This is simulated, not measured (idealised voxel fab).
Title: Process Module voxel air gaps
FYI the section here is cut, 225 nm wide, cells are 5 nm squares.
Cross-sections here: square-cell grids, written as top-down lists of bands, a band being one or more rows of cells. For a band, the entry starts with two heights in nm, that of the top and then that of the bottom, and carries on with the band's materials in order from left to right, each alongside its width in nm; the word "all across" beside a single material means it fills the band edge to edge, and "empty" means empty space. A quick word on heights: they are counted from 0, and under that level the wafer as it came to us is one material throughout. The lowest band is different from the rest in having no bottom; it simply continues downward, written as in "0 -> down". Top row gets the first number, bottom row gets the second, and each row in between changes by the same step: that is how a band width like "30..40" works. The cross-section has no changed cell in any step marked "remained unchanged". Heads up: "Trapped voids" only lists the empty pockets with no open path to the top that are 8 cells or more, and it writes them as width x height at distance, distance from the left edge, in nm. Note: text after step settings on the step line = simulator remark on that step. Regarding "overlay nm": on a step with a mask, it is the distance the mask lay to the right of its planned place; a negative value places it to the left.
### Planned process steps
1. RECEIVE, material Si
2. CONFORMAL_DEP, material SiO2, thk nm 15
3. CONFORMAL_DEP, material SiN, thk nm 5
4. DIRECTIONAL_DEP, material lowk, thk nm 30
5. DIRECTIONAL_DEP, material aC, thk nm 10
6. PATTERN, tone open, mask id LINES, material resist, width nm 15, pitch nm 40, thk nm 25, overlay nm 0
7. DIRECTIONAL_ETCH, etch materials aC, depth nm 10
8. STRIP, etch materials resist
9. DIRECTIONAL_ETCH, etch materials lowk, depth nm 30
10. STRIP, etch materials aC
11. CONFORMAL_DEP, material TiN, thk nm 5
12. FILL_DEP, material W, thk nm 10
13. CMP, height nm 50
14. EPI, material Ru, thk nm 10
15. SELECTIVE_ETCH, etch materials lowk, depth nm 40
16. CONFORMAL_DEP, material SiCN, thk nm 5
### Below: the first of two wafers, run as planned
### Incoming wafer in cross-section (state: after step 1)
> 0 -> down  Si all across
> Trapped voids: none
### Wafer section view after processing step 2
> 15 -> 0  SiO2 all across
> Under the height 0 nothing was changed.
### Wafer section view after processing step 3
> 20 -> 15  SiN all across
> Under the height 15 nothing was changed.
### Wafer section view after processing step 4
> 50 -> 20  lowk all across
> Under the height 20 nothing was changed.
### Wafer section view after processing step 5
> 60 -> 50  aC all across
> Under the height 50 nothing was changed.
### Wafer section view after processing step 6
> 85 -> 60  resist (45), empty (15), resist (25), empty (15), resist (25), empty (15), resist (25), empty (15), resist (45)
> Under the height 60 nothing was changed.
### Wafer section view after processing step 7
> 75 -> 60  resist (45), empty (15), resist (25), empty (15), resist (25), empty (15), resist (25), empty (15), resist (45)
> 60 -> 50  aC (45), empty (15), aC (25), empty (15), aC (25), empty (15), aC (25), empty (15), aC (45)
> Under the height 50 nothing was changed.
### Wafer section view after processing step 8
> 60 -> 50  aC (45), empty (15), aC (25), empty (15), aC (25), empty (15), aC (25), empty (15), aC (45)
> Under the height 50 nothing was changed.
### Wafer section view after processing step 9
> 60 -> 50  aC (45), empty (15), aC (25), empty (15), aC (25), empty (15), aC (25), empty (15), aC (45)
> 50 -> 20  lowk (45), empty (15), lowk (25), empty (15), lowk (25), empty (15), lowk (25), empty (15), lowk (45)
> Under the height 20 nothing was changed.
### Wafer section view after processing step 10
> 50 -> 20  lowk (45), empty (15), lowk (25), empty (15), lowk (25), empty (15), lowk (25), empty (15), lowk (45)
> Under the height 20 nothing was changed.
### Wafer section view after processing step 11
> 55 -> 50  TiN (50), empty (5), TiN (35), empty (5), TiN (35), empty (5), TiN (35), empty (5), TiN (50)
> 50 -> 25  lowk (45), TiN (5), empty (5), TiN (5), lowk (25), TiN (5), empty (5), TiN (5), lowk (25), TiN (5), empty (5), TiN (5), lowk (25), TiN (5), empty (5), TiN (5), lowk (45)
> 25 -> 20  lowk (45), TiN (15), lowk (25), TiN (15), lowk (25), TiN (15), lowk (25), TiN (15), lowk (45)
> Under the height 20 nothing was changed.
### Wafer section view after processing step 12
> 65 -> 55  W all across
> 55 -> 50  TiN (50), W (5), TiN (35), W (5), TiN (35), W (5), TiN (35), W (5), TiN (50)
> 50 -> 25  lowk (45), TiN (5), W (5), TiN (5), lowk (25), TiN (5), W (5), TiN (5), lowk (25), TiN (5), W (5), TiN (5), lowk (25), TiN (5), W (5), TiN (5), lowk (45)
> Under the height 25 nothing was changed.
### Wafer section view after processing step 13
> 50 -> 25  lowk (45), TiN (5), W (5), TiN (5), lowk (25), TiN (5), W (5), TiN (5), lowk (25), TiN (5), W (5), TiN (5), lowk (25), TiN (5), W (5), TiN (5), lowk (45)
> Under the height 25 nothing was changed.
### Wafer section view after processing step 14
> 60 -> 50  empty (35), Ru (35), empty (5), Ru (35), empty (5), Ru (35), empty (5), Ru (35), empty (35)
> Under the height 50 nothing was changed.
### Wafer section view after processing step 15
> 60 -> 50  empty (35), Ru (35), empty (5), Ru (35), empty (5), Ru (35), empty (5), Ru (35), empty (35)
> 50 -> 25  empty (45), TiN (5), W (5), TiN (5), empty (25), TiN (5), W (5), TiN (5), empty (25), TiN (5), W (5), TiN (5), empty (25), TiN (5), W (5), TiN (5), empty (45)
> 25 -> 20  empty (45), TiN (15), empty (25), TiN (15), empty (25), TiN (15), empty (25), TiN (15), empty (45)
> Under the height 20 nothing was changed.
### Wafer section view after processing step 16
> 65 -> 60  empty (30), SiCN (165), empty (30)
> 60 -> 50  empty (30), SiCN (5), Ru (35), SiCN (5), Ru (35), SiCN (5), Ru (35), SiCN (5), Ru (35), SiCN (5), empty (30)
> 50 -> 45  empty (30), SiCN (15), TiN (5), W (5), TiN (5), SiCN (25), TiN (5), W (5), TiN (5), SiCN (25), TiN (5), W (5), TiN (5), SiCN (25), TiN (5), W (5), TiN (5), SiCN (15), empty (30)
> 45 -> 25  empty (40), SiCN (5), TiN (5), W (5), TiN (5), SiCN (5), empty (15), SiCN (5), TiN (5), W (5), TiN (5), SiCN (5), empty (15), SiCN (5), TiN (5), W (5), TiN (5), SiCN (5), empty (15), SiCN (5), TiN (5), W (5), TiN (5), SiCN (5), empty (40)
> 25 -> 20  SiCN (45), TiN (15), SiCN (25), TiN (15), SiCN (25), TiN (15), SiCN (25), TiN (15), SiCN (45)
> Under the height 20 nothing was changed.
> Trapped voids: 15 x 20 at 65; 15 x 20 at 105; 15 x 20 at 145
### It is to be noted that the second wafer proceeded from the same initial state and according to the same plan as the first, although one mistake was committed in its execution; through step 5, inclusive, the two wafers share an identical history
### Cross-sectional representation of the second wafer at the time designated in the plan for the completion of step 6
> 85 -> 60  resist (40), empty (15), resist (25), empty (15), resist (25), empty (15), resist (25), empty (15), resist (50)
> Under the height 60 nothing was changed.
### Cross-sectional representation of the second wafer at the time designated in the plan for the completion of step 7
> 75 -> 60  resist (40), empty (15), resist (25), empty (15), resist (25), empty (15), resist (25), empty (15), resist (50)
> 60 -> 50  aC (40), empty (15), aC (25), empty (15), aC (25), empty (15), aC (25), empty (15), aC (50)
> Under the height 50 nothing was changed.
### Cross-sectional representation of the second wafer at the time designated in the plan for the completion of step 8
> 60 -> 50  aC (40), empty (15), aC (25), empty (15), aC (25), empty (15), aC (25), empty (15), aC (50)
> Under the height 50 nothing was changed.
### Cross-sectional representation of the second wafer at the time designated in the plan for the completion of step 9
> 60 -> 50  aC (40), empty (15), aC (25), empty (15), aC (25), empty (15), aC (25), empty (15), aC (50)
> 50 -> 20  lowk (40), empty (15), lowk (25), empty (15), lowk (25), empty (15), lowk (25), empty (15), lowk (50)
> Under the height 20 nothing was changed.
### Cross-sectional representation of the second wafer at the time designated in the plan for the completion of step 10
> 50 -> 20  lowk (40), empty (15), lowk (25), empty (15), lowk (25), empty (15), lowk (25), empty (15), lowk (50)
> Under the height 20 nothing was changed.
### Cross-sectional representation of the second wafer at the time designated in the plan for the completion of step 11
> 55 -> 50  TiN (45), empty (5), TiN (35), empty (5), TiN (35), empty (5), TiN (35), empty (5), TiN (55)
> 50 -> 25  lowk (40), TiN (5), empty (5), TiN (5), lowk (25), TiN (5), empty (5), TiN (5), lowk (25), TiN (5), empty (5), TiN (5), lowk (25), TiN (5), empty (5), TiN (5), lowk (50)
> 25 -> 20  lowk (40), TiN (15), lowk (25), TiN (15), lowk (25), TiN (15), lowk (25), TiN (15), lowk (50)
> Under the height 20 nothing was changed.
### Cross-sectional representation of the second wafer at the time designated in the plan for the completion of step 12
> 65 -> 55  W all across
> 55 -> 50  TiN (45), W (5), TiN (35), W (5), TiN (35), W (5), TiN (35), W (5), TiN (55)
> 50 -> 25  lowk (40), TiN (5), W (5), TiN (5), lowk (25), TiN (5), W (5), TiN (5), lowk (25), TiN (5), W (5), TiN (5), lowk (25), TiN (5), W (5), TiN (5), lowk (50)
> Under the height 25 nothing was changed.
### Cross-sectional representation of the second wafer at the time designated in the plan for the completion of step 13
> 50 -> 25  lowk (40), TiN (5), W (5), TiN (5), lowk (25), TiN (5), W (5), TiN (5), lowk (25), TiN (5), W (5), TiN (5), lowk (25), TiN (5), W (5), TiN (5), lowk (50)
> Under the height 25 nothing was changed.
### Cross-sectional representation of the second wafer at the time designated in the plan for the completion of step 14
> 60 -> 50  empty (30), Ru (35), empty (5), Ru (35), empty (5), Ru (35), empty (5), Ru (35), empty (40)
> Under the height 50 nothing was changed.
### Cross-sectional representation of the second wafer at the time designated in the plan for the completion of step 15
> 60 -> 50  empty (30), Ru (35), empty (5), Ru (35), empty (5), Ru (35), empty (5), Ru (35), empty (40)
> 50 -> 25  empty (40), TiN (5), W (5), TiN (5), empty (25), TiN (5), W (5), TiN (5), empty (25), TiN (5), W (5), TiN (5), empty (25), TiN (5), W (5), TiN (5), empty (50)
> 25 -> 20  empty (40), TiN (15), empty (25), TiN (15), empty (25), TiN (15), empty (25), TiN (15), empty (50)
> Under the height 20 nothing was changed.
### Cross-sectional representation of the second wafer at the time designated in the plan for the completion of step 16
> 65 -> 60  empty (25), SiCN (165), empty (35)
> 60 -> 50  empty (25), SiCN (5), Ru (35), SiCN (5), Ru (35), SiCN (5), Ru (35), SiCN (5), Ru (35), SiCN (5), empty (35)
> 50 -> 45  empty (25), SiCN (15), TiN (5), W (5), TiN (5), SiCN (25), TiN (5), W (5), TiN (5), SiCN (25), TiN (5), W (5), TiN (5), SiCN (25), TiN (5), W (5), TiN (5), SiCN (15), empty (35)
> 45 -> 25  empty (35), SiCN (5), TiN (5), W (5), TiN (5), SiCN (5), empty (15), SiCN (5), TiN (5), W (5), TiN (5), SiCN (5), empty (15), SiCN (5), TiN (5), W (5), TiN (5), SiCN (5), empty (15), SiCN (5), TiN (5), W (5), TiN (5), SiCN (5), empty (45)
> 25 -> 20  SiCN (40), TiN (15), SiCN (25), TiN (15), SiCN (25), TiN (15), SiCN (25), TiN (15), SiCN (50)
> Under the height 20 nothing was changed.
> Trapped voids: 15 x 20 at 60; 15 x 20 at 100; 15 x 20 at 140
Processing error: heads up, step 6 didn't go per plan, it actually ran as PATTERN, tone open, mask id LINES, material resist, width nm 15, pitch nm 40, thk nm 25, overlay nm -5
At the end, each material covers as many cells on the second wafer as it does on the first, though the cells it covers are elsewhere.
